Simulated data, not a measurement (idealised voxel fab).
The name of this process module is voxel self aligned vias.
FYI the section here is cut, 165 nm wide, cells are 5 nm squares.
If you're reading a cross-section in this doc, picture square cells in a grid; it comes to you as bands, top ones listed first down to the bottom, and a band can be one or more rows of cells. Look at the band entry: it leads with the top's height and the bottom's height in nm. Then it lists the materials left to right, with a width in nm for each. The word "everywhere" on a single material says that material fills the band edge to edge. The word "air" is empty space. Heights are measured from 0, the level below which the as-received wafer is all one material; the lowest band has no bottom and continues downward, written as in "0..down". Top row gets the first number, bottom row gets the second, and each row in between changes by the same step: that is how a band width like "30..40" works. Where the words "nothing was modified" appear for a step, the cross-section shows no cell changed by that step; every cell remained as before. If an empty space has no open way to the top and is at least 8 cells in size, "Closed empty spaces" lists it, written width x height at distance, where distance is measured from the left edge and every value is in nm. Anything after a step's settings on that line? It's the simulator's own note about the step. "overlay nm", when on a step's line for a step with a mask, measures how far to the right of its planned place the mask lay; a negative measure means to the left. Quick note on how to read the rest: it's all pairs. You get the cross-section before a process step and the one after, but the after one only goes down as far as the lowest band that changed. The step in between, with its settings, sits under the pair. Heads up, the pairs can come from different runs of this module on the same starting wafer, so don't assume a pair picks up from the one above unless its "Before the step" entry says it does.

**Before the step**
> 40..25 | lowk 30; TiN 5; Ru 10; TiN 5; lowk 40; TiN 5; Ru 10; TiN 5; lowk 55
> 25..20 | lowk 30; TiN 20; lowk 40; TiN 20; lowk 55
> 20..15 | SiCN everywhere
> 15..0 | SiO2 everywhere
> 0..down | Si everywhere
> Closed empty spaces: none

**Step Result**
> 40..35 | lowk 30; air 20; lowk 40; air 20; lowk 55
> All layers under 35 are left as they were.
> Closed empty spaces: none
Processing between the before and after sections above: op SELECTIVE_ETCH | etch materials W Ru TiN | depth nm 5

Before the step: This step starts from the configuration shown after the step in the pair immediately above.

**Step Result**
> 50..40 | SiN everywhere
> 40..35 | lowk 30; SiN 20; lowk 40; SiN 20; lowk 55
> All layers under 35 are left as they were.
> Closed empty spaces: none
Processing between the before and after sections above: op FILL_DEP | material SiN | thk nm 10

Before the step: This step starts from the configuration shown after the step in the pair immediately above.

**Step Result**
> 40..35 | lowk 30; SiN 20; lowk 40; SiN 20; lowk 55
> All layers under 35 are left as they were.
> Closed empty spaces: none
Processing between the before and after sections above: op CMP | height nm 40

Before the step: This step starts from the configuration shown after the step in the pair immediately above.

**Step Result**
> 60..40 | lowk everywhere
> All layers under 40 are left as they were.
> Closed empty spaces: none
Processing between the before and after sections above: op DIRECTIONAL_DEP | material lowk | thk nm 20

Before the step: This step starts from the configuration shown after the step in the pair immediately above.

**Step Result**
> 60..40 | lowk 30; air 40; lowk 95
> All layers under 40 are left as they were.
> Closed empty spaces: none
Processing between the before and after sections above: op MASKED_ETCH | tone open | mask id VIAS | width nm 40 | etch materials lowk | depth nm 20 | overlay nm 0

Before the step: This step starts from the configuration shown after the step in the pair immediately above.

**Step Result**
> 60..40 | lowk 30; air 40; lowk 95
> 40..35 | lowk 30; air 20; lowk 40; SiN 20; lowk 55
> All layers under 35 are left as they were.
> Closed empty spaces: none
Processing between the before and after sections above: op MASKED_ETCH | tone open | mask id VIAS | width nm 40 | etch materials SiN | depth nm 5 | overlay nm 0

Before the step: This step starts from the configuration shown after the step in the pair immediately above.

**Step Result**
> 65..60 | TiN 35; air 30; TiN 100
> 60..45 | lowk 30; TiN 5; air 30; TiN 5; lowk 95
> 45..40 | lowk 30; TiN 5; air 10; TiN 25; lowk 95
> 40..35 | lowk 30; TiN 20; lowk 40; SiN 20; lowk 55
> All layers under 35 are left as they were.
> Closed empty spaces: none
Processing between the before and after sections above: op CONFORMAL_DEP | material TiN | thk nm 5

Before the step: This step starts from the configuration shown after the step in the pair immediately above.

**Step Result**
> 75..65 | W everywhere
> 65..60 | TiN 35; W 30; TiN 100
> 60..45 | lowk 30; TiN 5; W 30; TiN 5; lowk 95
> 45..40 | lowk 30; TiN 5; W 10; TiN 25; lowk 95
> All layers under 40 are left as they were.
> Closed empty spaces: none
Processing between the before and after sections above: op FILL_DEP | material W | thk nm 10

Before the step: This step starts from the configuration shown after the step in the pair immediately above.

**Step Result**
> 60..45 | lowk 30; TiN 5; W 30; TiN 5; lowk 95
> All layers under 45 are left as they were.
> Closed empty spaces: none
Processing between the before and after sections above: op CMP | height nm 60

Before the step: This step starts from the configuration shown after the step in the pair immediately above.

**Step Result**
> 65..60 | SiCN everywhere
> All layers under 60 are left as they were.
> Closed empty spaces: none
Processing between the before and after sections above: op CONFORMAL_DEP | material SiCN | thk nm 5

**Before the step**
> 45..40 | TiN 45; air 10; TiN 50; air 10; TiN 50
> 40..25 | lowk 40; TiN 5; air 10; TiN 5; lowk 40; TiN 5; air 10; TiN 5; lowk 45
> 25..20 | lowk 40; TiN 20; lowk 40; TiN 20; lowk 45
> 20..15 | SiCN everywhere
> 15..0 | SiO2 everywhere
> 0..down | Si everywhere
> Closed empty spaces: none

**Step Result**
> 55..45 | SiN everywhere
> 45..40 | TiN 45; SiN 10; TiN 50; SiN 10; TiN 50
> 40..25 | lowk 40; TiN 5; SiN 10; TiN 5; lowk 40; TiN 5; SiN 10; TiN 5; lowk 45
> All layers under 25 are left as they were.
> Closed empty spaces: none
Processing between the before and after sections above: op FILL_DEP | material SiN | thk nm 10

Before the step: This step starts from the configuration shown after the step in the pair immediately above.

**Step Result**
> 40..25 | lowk 40; TiN 5; SiN 10; TiN 5; lowk 40; TiN 5; SiN 10; TiN 5; lowk 45
> All layers under 25 are left as they were.
> Closed empty spaces: none
Processing between the before and after sections above: op CMP | height nm 40

Before the step: This step starts from the configuration shown after the step in the pair immediately above.

**Step Result**
> 40..35 | lowk 40; air 5; SiN 10; air 5; lowk 40; air 5; SiN 10; air 5; lowk 45
> All layers under 35 are left as they were.
> Closed empty spaces: none
Processing between the before and after sections above: op SELECTIVE_ETCH | etch materials W Ru TiN | depth nm 5

Before the step: This step starts from the configuration shown after the step in the pair immediately above.

**Step Result**
> 50..40 | SiN everywhere
> 40..35 | lowk 40; SiN 20; lowk 40; SiN 20; lowk 45
> All layers under 35 are left as they were.
> Closed empty spaces: none
Processing between the before and after sections above: op FILL_DEP | material SiN | thk nm 10

Before the step: This step starts from the configuration shown after the step in the pair immediately above.

**Step Result**
> 40..35 | lowk 40; SiN 20; lowk 40; SiN 20; lowk 45
> All layers under 35 are left as they were.
> Closed empty spaces: none
Processing between the before and after sections above: op CMP | height nm 40

Before the step: This step starts from the configuration shown after the step in the pair immediately above.

**Step Result**
> 60..40 | lowk everywhere
> All layers under 40 are left as they were.
> Closed empty spaces: none
Processing between the before and after sections above: op DIRECTIONAL_DEP | material lowk | thk nm 20

Before the step: This step starts from the configuration shown after the step in the pair immediately above.

**Step Result**
> 60..40 | lowk 30; air 40; lowk 95
> All layers under 40 are left as they were.
> Closed empty spaces: none
Processing between the before and after sections above: op MASKED_ETCH | tone open | mask id VIAS | width nm 40 | etch materials lowk | depth nm 20 | overlay nm 0

Before the step: This step starts from the configuration shown after the step in the pair immediately above.

**Step Result**
> 60..40 | lowk 30; air 40; lowk 95
> 40..35 | lowk 40; air 20; lowk 40; SiN 20; lowk 45
> All layers under 35 are left as they were.
> Closed empty spaces: none
Processing between the before and after sections above: op MASKED_ETCH | tone open | mask id VIAS | width nm 40 | etch materials SiN | depth nm 5 | overlay nm 0

Before the step: This step starts from the configuration shown after the step in the pair immediately above.

**Step Result**
> 65..60 | TiN 35; air 30; TiN 100
> 60..45 | lowk 30; TiN 5; air 30; TiN 5; lowk 95
> 45..40 | lowk 30; TiN 15; air 10; TiN 15; lowk 95
> 40..35 | lowk 40; TiN 20; lowk 40; SiN 20; lowk 45
> All layers under 35 are left as they were.
> Closed empty spaces: none
Processing between the before and after sections above: op CONFORMAL_DEP | material TiN | thk nm 5

Before the step: This step starts from the configuration shown after the step in the pair immediately above.

**Step Result**
> 75..65 | W everywhere
> 65..60 | TiN 35; W 30; TiN 100
> 60..45 | lowk 30; TiN 5; W 30; TiN 5; lowk 95
> 45..40 | lowk 30; TiN 15; W 10; TiN 15; lowk 95
> All layers under 40 are left as they were.
> Closed empty spaces: none
Processing between the before and after sections above: op FILL_DEP | material W | thk nm 10

Before the step: This step starts from the configuration shown after the step in the pair immediately above.

**Step Result**
> 60..45 | lowk 30; TiN 5; W 30; TiN 5; lowk 95
> All layers under 45 are left as they were.
> Closed empty spaces: none
Processing between the before and after sections above: op CMP | height nm 60

Before the step: This step starts from the configuration shown after the step in the pair immediately above.

**Step Result**
> 65..60 | SiCN everywhere
> All layers under 60 are left as they were.
> Closed empty spaces: none
Processing between the before and after sections above: op CONFORMAL_DEP | material SiCN | thk nm 5

**Before the step**
> 40..20 | lowk everywhere
> 20..15 | SiCN everywhere
> 15..0 | SiO2 everywhere
> 0..down | Si everywhere
> Closed empty spaces: none

**Step Result**
> 55..40 | air 40; resist 20; air 40; resist 20; air 45
> All layers under 40 are left as they were.
> Closed empty spaces: none
Processing between the before and after sections above: op PATTERN | tone cover | mask id LINES | material resist | width nm 20 | pitch nm 60 | thk nm 15 | overlay nm 0

Before the step: This step starts from the configuration shown after the step in the pair immediately above.

**Step Result**
> 55..40 | air 40; resist 20; air 40; resist 20; air 45
> 40..20 | air 40; lowk 20; air 40; lowk 20; air 45
> All layers under 20 are left as they were.
> Closed empty spaces: none
Processing between the before and after sections above: op DIRECTIONAL_ETCH | etch materials lowk | depth nm 20

Before the step: This step starts from the configuration shown after the step in the pair immediately above.

**Step Result**
> 40..20 | air 40; lowk 20; air 40; lowk 20; air 45
> All layers under 20 are left as they were.
> Closed empty spaces: none
Processing between the before and after sections above: op STRIP | etch materials resist

Before the step: This step starts from the configuration shown after the step in the pair immediately above.

**Step Result**
> 45..40 | air 35; TiN 30; air 30; TiN 30; air 40
> 40..25 | air 35; TiN 5; lowk 20; TiN 5; air 30; TiN 5; lowk 20; TiN 5; air 40
> 25..20 | TiN 40; lowk 20; TiN 40; lowk 20; TiN 45
> All layers under 20 are left as they were.
> Closed empty spaces: none
Processing between the before and after sections above: op CONFORMAL_DEP | material TiN | thk nm 5

Before the step: This step starts from the configuration shown after the step in the pair immediately above.

**Step Result**
> 55..45 | Ru everywhere
> 45..40 | Ru 35; TiN 30; Ru 30; TiN 30; Ru 40
> 40..25 | Ru 35; TiN 5; lowk 20; TiN 5; Ru 30; TiN 5; lowk 20; TiN 5; Ru 40
> All layers under 25 are left as they were.
> Closed empty spaces: none
Processing between the before and after sections above: op FILL_DEP | material Ru | thk nm 10

Before the step: This step starts from the configuration shown after the step in the pair immediately above.

**Step Result**
> 40..25 | Ru 35; TiN 5; lowk 20; TiN 5; Ru 30; TiN 5; lowk 20; TiN 5; Ru 40
> All layers under 25 are left as they were.
> Closed empty spaces: none
Processing between the before and after sections above: op CMP | height nm 40

Before the step: This step starts from the configuration shown after the step in the pair immediately above.

**Step Result**
> 40..35 | air 40; lowk 20; air 40; lowk 20; air 45
> All layers under 35 are left as they were.
> Closed empty spaces: none
Processing between the before and after sections above: op SELECTIVE_ETCH | etch materials W Ru TiN | depth nm 5

Before the step: This step starts from the configuration shown after the step in the pair immediately above.

**Step Result**
> 50..40 | SiN everywhere
> 40..35 | SiN 40; lowk 20; SiN 40; lowk 20; SiN 45
> All layers under 35 are left as they were.
> Closed empty spaces: none
Processing between the before and after sections above: op FILL_DEP | material SiN | thk nm 10

Before the step: This step starts from the configuration shown after the step in the pair immediately above.

**Step Result**
> 40..35 | SiN 40; lowk 20; SiN 40; lowk 20; SiN 45
> All layers under 35 are left as they were.
> Closed empty spaces: none
Processing between the before and after sections above: op CMP | height nm 40

Before the step: This step starts from the configuration shown after the step in the pair immediately above.

**Step Result**
> 60..40 | lowk everywhere
> All layers under 40 are left as they were.
> Closed empty spaces: none
Processing between the before and after sections above: op DIRECTIONAL_DEP | material lowk | thk nm 20

Before the step: This step starts from the configuration shown after the step in the pair immediately above.

**Step Result**
> 60..40 | lowk 30; air 40; lowk 95
> All layers under 40 are left as they were.
> Closed empty spaces: none
Processing between the before and after sections above: op MASKED_ETCH | tone open | mask id VIAS | width nm 40 | etch materials lowk | depth nm 20 | overlay nm 0

Before the step: This step starts from the configuration shown after the step in the pair immediately above.

**Step Result**
> 60..40 | lowk 30; air 40; lowk 95
> 40..35 | SiN 30; air 10; lowk 20; air 10; SiN 30; lowk 20; SiN 45
> All layers under 35 are left as they were.
> Closed empty spaces: none
Processing between the before and after sections above: op MASKED_ETCH | tone open | mask id VIAS | width nm 40 | etch materials SiN | depth nm 5 | overlay nm 0

Before the step: This step starts from the configuration shown after the step in the pair immediately above.

**Step Result**
> 65..60 | TiN 35; air 30; TiN 100
> 60..45 | lowk 30; TiN 5; air 30; TiN 5; lowk 95
> 45..40 | lowk 30; TiN 40; lowk 95
> 40..35 | SiN 30; TiN 10; lowk 20; TiN 10; SiN 30; lowk 20; SiN 45
> All layers under 35 are left as they were.
> Closed empty spaces: none
Processing between the before and after sections above: op CONFORMAL_DEP | material TiN | thk nm 5

Before the step: This step starts from the configuration shown after the step in the pair immediately above.

**Step Result**
> 75..65 | W everywhere
> 65..60 | TiN 35; W 30; TiN 100
> 60..45 | lowk 30; TiN 5; W 30; TiN 5; lowk 95
> All layers under 45 are left as they were.
> Closed empty spaces: none
Processing between the before and after sections above: op FILL_DEP | material W | thk nm 10

Before the step: This step starts from the configuration shown after the step in the pair immediately above.

**Step Result**
> 60..45 | lowk 30; TiN 5; W 30; TiN 5; lowk 95
> All layers under 45 are left as they were.
> Closed empty spaces: none
Processing between the before and after sections above: op CMP | height nm 60

Before the step: This step starts from the configuration shown after the step in the pair immediately above.

**Step Result**
> 65..60 | SiCN everywhere
> All layers under 60 are left as they were.
> Closed empty spaces: none
Processing between the before and after sections above: op CONFORMAL_DEP | material SiCN | thk nm 5
